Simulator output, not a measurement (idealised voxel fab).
This is a process module. Its name is voxel capacitor over wiring.
Shown is cross-section cut, with a width of 225 nm and square cells of size 5 nm.
Reading order for cross-sections: top band down to bottom band. Underlying form: a grid of square cells. Band size: one or more rows of cells.
The band entry comprises the height of the band's top followed by the height of its bottom, expressed in nm, and subsequently the band's materials from left to right, each stated together with its width in nm. Where a single material is marked with the word "throughout", that material fills the band from edge to edge. The word "blank" represents empty space.
A quick word on heights: they are counted from 0, and under that level the wafer as it came to us is one material throughout. The lowest band is different from the rest in having no bottom; it simply continues downward, written as in "0..down".
Per-row width for "30 to 40": begins at first number (top row of band), ends at second number (bottom row), increment between rows held constant.
The cross-section has no changed cell in any step marked "no modification".
Under "Closed void table" you'll find the enclosed gaps, the ones with no way out to the top, that are 8 cells or bigger; each reads width x height at distance, with distance counted from the left edge, everything in nm.
Post-settings text on a step line: simulator's own remark regarding the step.
overlay nm: right-of-plan distance of the mask on a masked step; negative values mean left-of-plan.
**This section lists the process steps that were planned**
1. RECEIVE, material Si
2. CONFORMAL_DEP, material SiO2, thk nm 10
3. DIRECTIONAL_DEP, material TiN, thk nm 5
4. DIRECTIONAL_DEP, material Ru, thk nm 20
5. PATTERN, tone cover, mask id METAL_1, material resist, width nm 25, pitch nm 85, thk nm 15, overlay nm 0
6. DIRECTIONAL_ETCH, etch materials Ru, depth nm 20
7. DIRECTIONAL_ETCH, etch materials TiN, depth nm 5
8. STRIP, etch materials resist
9. CONFORMAL_DEP, material SiN, thk nm 5
10. FILL_DEP, material SiO2, thk nm 5
11. CMP, height nm 35
12. CONFORMAL_DEP, material SiCN, thk nm 5
13. DIRECTIONAL_DEP, material lowk, thk nm 20
14. DIRECTIONAL_DEP, material aC, thk nm 15
15. PATTERN, tone open, mask id PLUG_1, material resist, width nm 15, thk nm 30, overlay nm 0
16. DIRECTIONAL_ETCH, etch materials aC, depth nm 15
17. STRIP, etch materials resist
18. DIRECTIONAL_ETCH, etch materials lowk, depth nm 20
19. DIRECTIONAL_ETCH, etch materials SiCN, depth nm 5
20. STRIP, etch materials aC
21. CONFORMAL_DEP, material TiN, thk nm 5
22. FILL_DEP, material W, thk nm 5
23. CMP, height nm 60
24. DIRECTIONAL_DEP, material TiN, thk nm 10
25. DIRECTIONAL_DEP, material SiN, thk nm 5
26. DIRECTIONAL_DEP, material TiN, thk nm 10
27. MASKED_ETCH, tone cover, mask id UPPER_PLATE, width nm 65, etch materials TiN, depth nm 10, overlay nm 0
28. MASKED_ETCH, tone cover, mask id UPPER_PLATE, width nm 65, etch materials SiN, depth nm 5, overlay nm 0
29. DIRECTIONAL_DEP, material aC, thk nm 15
30. PATTERN, tone cover, mask id LOWER_PLATE, material resist, width nm 75, thk nm 30, overlay nm 0
31. DIRECTIONAL_ETCH, etch materials aC, depth nm 15
32. STRIP, etch materials resist
33. DIRECTIONAL_ETCH, etch materials TiN, depth nm 10
34. STRIP, etch materials aC
35. FILL_DEP, material SiO2, thk nm 15
36. CMP, height nm 95
37. PATTERN, tone open, mask id PLUG_2, material resist, width nm 15, thk nm 15, overlay nm 0
38. DIRECTIONAL_ETCH, etch materials SiO2, depth nm 10
39. STRIP, etch materials resist
40. CONFORMAL_DEP, material TiN, thk nm 5
41. FILL_DEP, material Cu, thk nm 10
42. CMP, height nm 95
43. CONFORMAL_DEP, material SiCN, thk nm 5
**The first of a set of two wafers, run to plan**
**Here's what the wafer looked like in cross-section when it arrived - that's after step 1**
> 0..down | Si throughout
> Closed void table: none
**After step 2: wafer cross-section**
> 10..0 | SiO2 throughout
> Everything under 0 stays put, no change at all.
**After step 3: wafer cross-section**
> 15..10 | TiN throughout
> Everything under 10 stays put, no change at all.
**After step 4: wafer cross-section**
> 35..15 | Ru throughout
> Everything under 15 stays put, no change at all.
**After step 5: wafer cross-section**
> 50..35 | 55 nm blank | 25 nm resist | 60 nm blank | 25 nm resist | 60 nm blank
> Everything under 35 stays put, no change at all.
**After step 6: wafer cross-section**
> 50..35 | 55 nm blank | 25 nm resist | 60 nm blank | 25 nm resist | 60 nm blank
> 35..15 | 55 nm blank | 25 nm Ru | 60 nm blank | 25 nm Ru | 60 nm blank
> Everything under 15 stays put, no change at all.
**After step 7: wafer cross-section**
> 50..35 | 55 nm blank | 25 nm resist | 60 nm blank | 25 nm resist | 60 nm blank
> 35..15 | 55 nm blank | 25 nm Ru | 60 nm blank | 25 nm Ru | 60 nm blank
> 15..10 | 55 nm blank | 25 nm TiN | 60 nm blank | 25 nm TiN | 60 nm blank
> Everything under 10 stays put, no change at all.
**After step 8: wafer cross-section**
> 35..15 | 55 nm blank | 25 nm Ru | 60 nm blank | 25 nm Ru | 60 nm blank
> Everything under 15 stays put, no change at all.
**After step 9: wafer cross-section**
> 40..35 | 50 nm blank | 35 nm SiN | 50 nm blank | 35 nm SiN | 55 nm blank
> 35..15 | 50 nm blank | 5 nm SiN | 25 nm Ru | 5 nm SiN | 50 nm blank | 5 nm SiN | 25 nm Ru | 5 nm SiN | 55 nm blank
> 15..10 | 55 nm SiN | 25 nm TiN | 60 nm SiN | 25 nm TiN | 60 nm SiN
> Everything under 10 stays put, no change at all.
**After step 10: wafer cross-section**
> 45..40 | SiO2 throughout
> 40..35 | 50 nm SiO2 | 35 nm SiN | 50 nm SiO2 | 35 nm SiN | 55 nm SiO2
> 35..15 | 50 nm SiO2 | 5 nm SiN | 25 nm Ru | 5 nm SiN | 50 nm SiO2 | 5 nm SiN | 25 nm Ru | 5 nm SiN | 55 nm SiO2
> Everything under 15 stays put, no change at all.
**After step 11: wafer cross-section**
> 35..15 | 50 nm SiO2 | 5 nm SiN | 25 nm Ru | 5 nm SiN | 50 nm SiO2 | 5 nm SiN | 25 nm Ru | 5 nm SiN | 55 nm SiO2
> Everything under 15 stays put, no change at all.
**After step 12: wafer cross-section**
> 40..35 | SiCN throughout
> Everything under 35 stays put, no change at all.
**After step 13: wafer cross-section**
> 60..40 | lowk throughout
> Everything under 40 stays put, no change at all.
**After step 14: wafer cross-section**
> 75..60 | aC throughout
> Everything under 60 stays put, no change at all.
**After step 15: wafer cross-section**
> 105..75 | 65 nm resist | 15 nm blank | 145 nm resist
> Everything under 75 stays put, no change at all.
**After step 16: wafer cross-section**
> 90..75 | 65 nm resist | 15 nm blank | 145 nm resist
> 75..60 | 65 nm aC | 15 nm blank | 145 nm aC
> Everything under 60 stays put, no change at all.
**After step 17: wafer cross-section**
> 75..60 | 65 nm aC | 15 nm blank | 145 nm aC
> Everything under 60 stays put, no change at all.
**After step 18: wafer cross-section**
> 75..60 | 65 nm aC | 15 nm blank | 145 nm aC
> 60..40 | 65 nm lowk | 15 nm blank | 145 nm lowk
> Everything under 40 stays put, no change at all.
**After step 19: wafer cross-section**
> 75..60 | 65 nm aC | 15 nm blank | 145 nm aC
> 60..40 | 65 nm lowk | 15 nm blank | 145 nm lowk
> 40..35 | 65 nm SiCN | 15 nm blank | 145 nm SiCN
> Everything under 35 stays put, no change at all.
**After step 20: wafer cross-section**
> 60..40 | 65 nm lowk | 15 nm blank | 145 nm lowk
> Everything under 40 stays put, no change at all.
**After step 21: wafer cross-section**
> 65..60 | 70 nm TiN | 5 nm blank | 150 nm TiN
> 60..40 | 65 nm lowk | 5 nm TiN | 5 nm blank | 5 nm TiN | 145 nm lowk
> 40..35 | 65 nm SiCN | 15 nm TiN | 145 nm SiCN
> Everything under 35 stays put, no change at all.
**After step 22: wafer cross-section**
> 70..65 | W throughout
> 65..60 | 70 nm TiN | 5 nm W | 150 nm TiN
> 60..40 | 65 nm lowk | 5 nm TiN | 5 nm W | 5 nm TiN | 145 nm lowk
> Everything under 40 stays put, no change at all.
**After step 23: wafer cross-section**
> 60..40 | 65 nm lowk | 5 nm TiN | 5 nm W | 5 nm TiN | 145 nm lowk
> Everything under 40 stays put, no change at all.
**After step 24: wafer cross-section**
> 70..60 | TiN throughout
> Everything under 60 stays put, no change at all.
**After step 25: wafer cross-section**
> 75..70 | SiN throughout
> Everything under 70 stays put, no change at all.
**After step 26: wafer cross-section**
> 85..75 | TiN throughout
> Everything under 75 stays put, no change at all.
**After step 27: wafer cross-section**
> 85..75 | 65 nm blank | 65 nm TiN | 95 nm blank
> Everything under 75 stays put, no change at all.
**After step 28: wafer cross-section**
> 85..75 | 65 nm blank | 65 nm TiN | 95 nm blank
> 75..70 | 65 nm blank | 65 nm SiN | 95 nm blank
> Everything under 70 stays put, no change at all.
**After step 29: wafer cross-section**
> 100..85 | 65 nm blank | 65 nm aC | 95 nm blank
> 85..75 | 65 nm aC | 65 nm TiN | 95 nm aC
> 75..70 | 65 nm aC | 65 nm SiN | 95 nm aC
> Everything under 70 stays put, no change at all.
**After step 30: wafer cross-section**
> 130..100 | 60 nm blank | 75 nm resist | 90 nm blank
> 100..85 | 60 nm blank | 5 nm resist | 65 nm aC | 5 nm resist | 90 nm blank
> Everything under 85 stays put, no change at all.
**After step 31: wafer cross-section**
> 115..100 | 60 nm blank | 75 nm resist | 90 nm blank
> 100..85 | 60 nm blank | 5 nm resist | 65 nm aC | 5 nm resist | 90 nm blank
> 85..75 | 60 nm blank | 5 nm aC | 65 nm TiN | 5 nm aC | 90 nm blank
> 75..70 | 60 nm blank | 5 nm aC | 65 nm SiN | 5 nm aC | 90 nm blank
> Everything under 70 stays put, no change at all.
**After step 32: wafer cross-section**
> 100..85 | 65 nm blank | 65 nm aC | 95 nm blank
> Everything under 85 stays put, no change at all.
**After step 33: wafer cross-section**
> 100..85 | 65 nm blank | 65 nm aC | 95 nm blank
> 85..75 | 60 nm blank | 5 nm aC | 65 nm TiN | 5 nm aC | 90 nm blank
> 75..70 | 60 nm blank | 5 nm aC | 65 nm SiN | 5 nm aC | 90 nm blank
> 70..60 | 60 nm blank | 75 nm TiN | 90 nm blank
> Everything under 60 stays put, no change at all.
**After step 34: wafer cross-section**
> 85..75 | 65 nm blank | 65 nm TiN | 95 nm blank
> 75..70 | 65 nm blank | 65 nm SiN | 95 nm blank
> Everything under 70 stays put, no change at all.
**After step 35: wafer cross-section**
> 100..85 | SiO2 throughout
> 85..75 | 65 nm SiO2 | 65 nm TiN | 95 nm SiO2
> 75..70 | 65 nm SiO2 | 65 nm SiN | 95 nm SiO2
> 70..60 | 60 nm SiO2 | 75 nm TiN | 90 nm SiO2
> Everything under 60 stays put, no change at all.
**After step 36: wafer cross-section**
> 95..85 | SiO2 throughout
> Everything under 85 stays put, no change at all.
**After step 37: wafer cross-section**
> 110..95 | 75 nm resist | 15 nm blank | 135 nm resist
> Everything under 95 stays put, no change at all.
**After step 38: wafer cross-section**
> 110..95 | 75 nm resist | 15 nm blank | 135 nm resist
> 95..85 | 75 nm SiO2 | 15 nm blank | 135 nm SiO2
> Everything under 85 stays put, no change at all.
**After step 39: wafer cross-section**
> 95..85 | 75 nm SiO2 | 15 nm blank | 135 nm SiO2
> Everything under 85 stays put, no change at all.
**After step 40: wafer cross-section**
> 100..95 | 80 nm TiN | 5 nm blank | 140 nm TiN
> 95..90 | 75 nm SiO2 | 5 nm TiN | 5 nm blank | 5 nm TiN | 135 nm SiO2
> 90..85 | 75 nm SiO2 | 15 nm TiN | 135 nm SiO2
> Everything under 85 stays put, no change at all.
**After step 41: wafer cross-section**
> 110..100 | Cu throughout
> 100..95 | 80 nm TiN | 5 nm Cu | 140 nm TiN
> 95..90 | 75 nm SiO2 | 5 nm TiN | 5 nm Cu | 5 nm TiN | 135 nm SiO2
> Everything under 90 stays put, no change at all.
**After step 42: wafer cross-section**
> 95..90 | 75 nm SiO2 | 5 nm TiN | 5 nm Cu | 5 nm TiN | 135 nm SiO2
> Everything under 90 stays put, no change at all.
**After step 43: wafer cross-section**
> 100..95 | SiCN throughout
> Everything under 95 stays put, no change at all.
**Okay, second wafer. Nothing different at the start, nothing different in the plan, just one mistake somewhere in the running. As far as step 21, counting that step, it's the first wafer all over again**
**Here is the second wafer in cross-section at the point where step 22 of the plan should have been done**
> 75..65 | W throughout
> 65..60 | 70 nm TiN | 5 nm W | 150 nm TiN
> 60..40 | 65 nm lowk | 5 nm TiN | 5 nm W | 5 nm TiN | 145 nm lowk
> Everything under 40 stays put, no change at all.
**Here is the second wafer in cross-section at the point where step 23 of the plan should have been done**
> 60..40 | 65 nm lowk | 5 nm TiN | 5 nm W | 5 nm TiN | 145 nm lowk
> Everything under 40 stays put, no change at all.
**Here is the second wafer in cross-section at the point where step 24 of the plan should have been done**
> 70..60 | TiN throughout
> Everything under 60 stays put, no change at all.
**Here is the second wafer in cross-section at the point where step 25 of the plan should have been done**
> 75..70 | SiN throughout
> Everything under 70 stays put, no change at all.
**Here is the second wafer in cross-section at the point where step 26 of the plan should have been done**
> 85..75 | TiN throughout
> Everything under 75 stays put, no change at all.
**Here is the second wafer in cross-section at the point where step 27 of the plan should have been done**
> 85..75 | 65 nm blank | 65 nm TiN | 95 nm blank
> Everything under 75 stays put, no change at all.
**Here is the second wafer in cross-section at the point where step 28 of the plan should have been done**
> 85..75 | 65 nm blank | 65 nm TiN | 95 nm blank
> 75..70 | 65 nm blank | 65 nm SiN | 95 nm blank
> Everything under 70 stays put, no change at all.
**Here is the second wafer in cross-section at the point where step 29 of the plan should have been done**
> 100..85 | 65 nm blank | 65 nm aC | 95 nm blank
> 85..75 | 65 nm aC | 65 nm TiN | 95 nm aC
> 75..70 | 65 nm aC | 65 nm SiN | 95 nm aC
> Everything under 70 stays put, no change at all.
**Here is the second wafer in cross-section at the point where step 30 of the plan should have been done**
> 130..100 | 60 nm blank | 75 nm resist | 90 nm blank
> 100..85 | 60 nm blank | 5 nm resist | 65 nm aC | 5 nm resist | 90 nm blank
> Everything under 85 stays put, no change at all.
**Here is the second wafer in cross-section at the point where step 31 of the plan should have been done**
> 115..100 | 60 nm blank | 75 nm resist | 90 nm blank
> 100..85 | 60 nm blank | 5 nm resist | 65 nm aC | 5 nm resist | 90 nm blank
> 85..75 | 60 nm blank | 5 nm aC | 65 nm TiN | 5 nm aC | 90 nm blank
> 75..70 | 60 nm blank | 5 nm aC | 65 nm SiN | 5 nm aC | 90 nm blank
> Everything under 70 stays put, no change at all.
**Here is the second wafer in cross-section at the point where step 32 of the plan should have been done**
> 100..85 | 65 nm blank | 65 nm aC | 95 nm blank
> Everything under 85 stays put, no change at all.
**Here is the second wafer in cross-section at the point where step 33 of the plan should have been done**
> 100..85 | 65 nm blank | 65 nm aC | 95 nm blank
> 85..75 | 60 nm blank | 5 nm aC | 65 nm TiN | 5 nm aC | 90 nm blank
> 75..70 | 60 nm blank | 5 nm aC | 65 nm SiN | 5 nm aC | 90 nm blank
> 70..60 | 60 nm blank | 75 nm TiN | 90 nm blank
> Everything under 60 stays put, no change at all.
**Here is the second wafer in cross-section at the point where step 34 of the plan should have been done**
> 85..75 | 65 nm blank | 65 nm TiN | 95 nm blank
> 75..70 | 65 nm blank | 65 nm SiN | 95 nm blank
> Everything under 70 stays put, no change at all.
**Here is the second wafer in cross-section at the point where step 35 of the plan should have been done**
> 100..85 | SiO2 throughout
> 85..75 | 65 nm SiO2 | 65 nm TiN | 95 nm SiO2
> 75..70 | 65 nm SiO2 | 65 nm SiN | 95 nm SiO2
> 70..60 | 60 nm SiO2 | 75 nm TiN | 90 nm SiO2
> Everything under 60 stays put, no change at all.
**Here is the second wafer in cross-section at the point where step 36 of the plan should have been done**
> 95..85 | SiO2 throughout
> Everything under 85 stays put, no change at all.
**Here is the second wafer in cross-section at the point where step 37 of the plan should have been done**
> 110..95 | 75 nm resist | 15 nm blank | 135 nm resist
> Everything under 95 stays put, no change at all.
**Here is the second wafer in cross-section at the point where step 38 of the plan should have been done**
> 110..95 | 75 nm resist | 15 nm blank | 135 nm resist
> 95..85 | 75 nm SiO2 | 15 nm blank | 135 nm SiO2
> Everything under 85 stays put, no change at all.
**Here is the second wafer in cross-section at the point where step 39 of the plan should have been done**
> 95..85 | 75 nm SiO2 | 15 nm blank | 135 nm SiO2
> Everything under 85 stays put, no change at all.
**Here is the second wafer in cross-section at the point where step 40 of the plan should have been done**
> 100..95 | 80 nm TiN | 5 nm blank | 140 nm TiN
> 95..90 | 75 nm SiO2 | 5 nm TiN | 5 nm blank | 5 nm TiN | 135 nm SiO2
> 90..85 | 75 nm SiO2 | 15 nm TiN | 135 nm SiO2
> Everything under 85 stays put, no change at all.
**Here is the second wafer in cross-section at the point where step 41 of the plan should have been done**
> 110..100 | Cu throughout
> 100..95 | 80 nm TiN | 5 nm Cu | 140 nm TiN
> 95..90 | 75 nm SiO2 | 5 nm TiN | 5 nm Cu | 5 nm TiN | 135 nm SiO2
> Everything under 90 stays put, no change at all.
**Here is the second wafer in cross-section at the point where step 42 of the plan should have been done**
> 95..90 | 75 nm SiO2 | 5 nm TiN | 5 nm Cu | 5 nm TiN | 135 nm SiO2
> Everything under 90 stays put, no change at all.
**Here is the second wafer in cross-section at the point where step 43 of the plan should have been done**
> 100..95 | SiCN throughout
> Everything under 95 stays put, no change at all.
The plan and the run diverged here: step 22 of the plan was carried out twice
It should be noted that the final cross-sections of the two wafers coincide, and the mistake therefore has no effect on the output of this model.
